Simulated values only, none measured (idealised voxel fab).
Documented hereafter: the process module known as voxel ribs on slabs.
Cross-section cut spans 245 nm and uses square cells 5 nm in size.
For the purposes of this document, a cross-section shall be understood as a grid of square cells, specified as bands listed in top-to-bottom order, each band consisting of one or more rows of cells.
Read a band's entry like this: the first values are the height of its top and the height of its bottom in nm, and what follows is the sequence of materials from left to right, each with its width in nm. Note that "air" is empty space, and that a single material marked "everywhere" reaches across the band from edge to edge.
It should be noted that heights are counted from 0, beneath which the wafer as supplied is of one material throughout, and that the lowest band possesses no lower boundary but continues downward, as written in "0..down".
Graded width ("30->40"): value in top row of band = first number; value in bottom row = second number; row-to-row change constant.
When a step is marked "remained unchanged", none of the cells in the cross-section changed during that step.
"Enclosed void entries": sealed empty spaces, 8 cells or more, no open way to top, listed width x height at distance, with distance from the left edge and width, height and distance in nm.
What comes after the settings on a step's line is commentary from the simulator itself on that step.
If you see "overlay nm" on a step's line and that step has a mask, it's telling you how far right of where it was planned the mask ended up; a negative number means it went left instead.
**The planned process steps are enumerated hereunder**
1. RECEIVE | material Si
2. DIRECTIONAL_DEP | material SiO2 | thk nm 25
3. DIRECTIONAL_DEP | material SiN | thk nm 25
4. DIRECTIONAL_DEP | material aC | thk nm 15
5. PATTERN | tone cover | mask id RIB | material resist | width nm 15 | thk nm 30 | overlay nm 0
6. DIRECTIONAL_ETCH | etch materials aC | depth nm 15
7. STRIP | etch materials resist
8. DIRECTIONAL_ETCH | etch materials SiN | depth nm 5
9. STRIP | etch materials aC
10. MASKED_ETCH | tone cover | mask id SLAB | width nm 55 | etch materials SiN | depth nm 20 | overlay nm 0
11. FILL_DEP | material SiO2 | thk nm 20
12. CMP | height nm 65
13. DIRECTIONAL_DEP | material TiN | thk nm 10
14. PATTERN | tone cover | mask id HEATER | material resist | width nm 25 | thk nm 15 | overlay nm 0
15. DIRECTIONAL_ETCH | etch materials TiN | depth nm 10
16. STRIP | etch materials resist
17. CONFORMAL_DEP | material SiN | thk nm 10
**The following pertains to the first of two wafers, which was processed as planned**
**So this is the incoming wafer in cross-section - it's already been through step 1**
    0..down = Si everywhere
    Enclosed void entries: none
**Upon completion of step 2, the wafer appears in cross-section as shown**
    25..0 = SiO2 everywhere
    Under the height 0 nothing was changed.
**Upon completion of step 3, the wafer appears in cross-section as shown**
    50..25 = SiN everywhere
    Under the height 25 nothing was changed.
**Upon completion of step 4, the wafer appears in cross-section as shown**
    65..50 = aC everywhere
    Under the height 50 nothing was changed.
**Upon completion of step 5, the wafer appears in cross-section as shown**
    95..65 = 115 air, then 15 resist, then 115 air
    Under the height 65 nothing was changed.
**Upon completion of step 6, the wafer appears in cross-section as shown**
    80..65 = 115 air, then 15 resist, then 115 air
    65..50 = 115 air, then 15 aC, then 115 air
    Under the height 50 nothing was changed.
**Upon completion of step 7, the wafer appears in cross-section as shown**
    65..50 = 115 air, then 15 aC, then 115 air
    Under the height 50 nothing was changed.
**Upon completion of step 8, the wafer appears in cross-section as shown**
    65..50 = 115 air, then 15 aC, then 115 air
    50..45 = 115 air, then 15 SiN, then 115 air
    Under the height 45 nothing was changed.
**Upon completion of step 9, the wafer appears in cross-section as shown**
    50..45 = 115 air, then 15 SiN, then 115 air
    Under the height 45 nothing was changed.
**Upon completion of step 10, the wafer appears in cross-section as shown**
    50..45 = 115 air, then 15 SiN, then 115 air
    45..25 = 95 air, then 55 SiN, then 95 air
    Under the height 25 nothing was changed.
**Upon completion of step 11, the wafer appears in cross-section as shown**
    70..50 = SiO2 everywhere
    50..45 = 115 SiO2, then 15 SiN, then 115 SiO2
    45..25 = 95 SiO2, then 55 SiN, then 95 SiO2
    Under the height 25 nothing was changed.
**Upon completion of step 12, the wafer appears in cross-section as shown**
    65..50 = SiO2 everywhere
    Under the height 50 nothing was changed.
**Upon completion of step 13, the wafer appears in cross-section as shown**
    75..65 = TiN everywhere
    Under the height 65 nothing was changed.
**Upon completion of step 14, the wafer appears in cross-section as shown**
    90..75 = 110 air, then 25 resist, then 110 air
    Under the height 75 nothing was changed.
**Upon completion of step 15, the wafer appears in cross-section as shown**
    90..75 = 110 air, then 25 resist, then 110 air
    75..65 = 110 air, then 25 TiN, then 110 air
    Under the height 65 nothing was changed.
**Upon completion of step 16, the wafer appears in cross-section as shown**
    75..65 = 110 air, then 25 TiN, then 110 air
    Under the height 65 nothing was changed.
**Upon completion of step 17, the wafer appears in cross-section as shown**
    85..75 = 100 air, then 45 SiN, then 100 air
    75..65 = 110 SiN, then 25 TiN, then 110 SiN
    Under the height 65 nothing was changed.
**The Second Wafer: Common Origin and Plan, One Mistake in Execution, Identical to the First Through Step 1**
**Second wafer, cross-section, planned end of step 2**
    25..0 = SiN everywhere
    Under the height 0 nothing was changed.
**Second wafer, cross-section, planned end of step 3**
    50..25 = SiO2 everywhere
    Under the height 25 nothing was changed.
**Second wafer, cross-section, planned end of step 4**
    65..50 = aC everywhere
    Under the height 50 nothing was changed.
**Second wafer, cross-section, planned end of step 5**
    95..65 = 115 air, then 15 resist, then 115 air
    Under the height 65 nothing was changed.
**Second wafer, cross-section, planned end of step 6**
    80..65 = 115 air, then 15 resist, then 115 air
    65..50 = 115 air, then 15 aC, then 115 air
    Under the height 50 nothing was changed.
**Second wafer, cross-section, planned end of step 7**
    65..50 = 115 air, then 15 aC, then 115 air
    Under the height 50 nothing was changed.
Second wafer, cross-section, planned end of step 8: remained unchanged
**Second wafer, cross-section, planned end of step 9**
    50..25 = SiO2 everywhere
    Under the height 25 nothing was changed.
Second wafer, cross-section, planned end of step 10: remained unchanged
**Second wafer, cross-section, planned end of step 11**
    70..25 = SiO2 everywhere
    Under the height 25 nothing was changed.
**Second wafer, cross-section, planned end of step 12**
    65..25 = SiO2 everywhere
    Under the height 25 nothing was changed.
**Second wafer, cross-section, planned end of step 13**
    75..65 = TiN everywhere
    Under the height 65 nothing was changed.
**Second wafer, cross-section, planned end of step 14**
    90..75 = 110 air, then 25 resist, then 110 air
    Under the height 75 nothing was changed.
**Second wafer, cross-section, planned end of step 15**
    90..75 = 110 air, then 25 resist, then 110 air
    75..65 = 110 air, then 25 TiN, then 110 air
    Under the height 65 nothing was changed.
**Second wafer, cross-section, planned end of step 16**
    75..65 = 110 air, then 25 TiN, then 110 air
    Under the height 65 nothing was changed.
**Second wafer, cross-section, planned end of step 17**
    85..75 = 100 air, then 45 SiN, then 100 air
    75..65 = 110 SiN, then 25 TiN, then 110 SiN
    Under the height 65 nothing was changed.
What went wrong in running the wafer? steps 2 and 3 of the plan were each performed in the slot designated for the other
Count the cells at the end and the second wafer has more or fewer of some materials than the first: SiN: 198 more | SiO2: 198 fewer
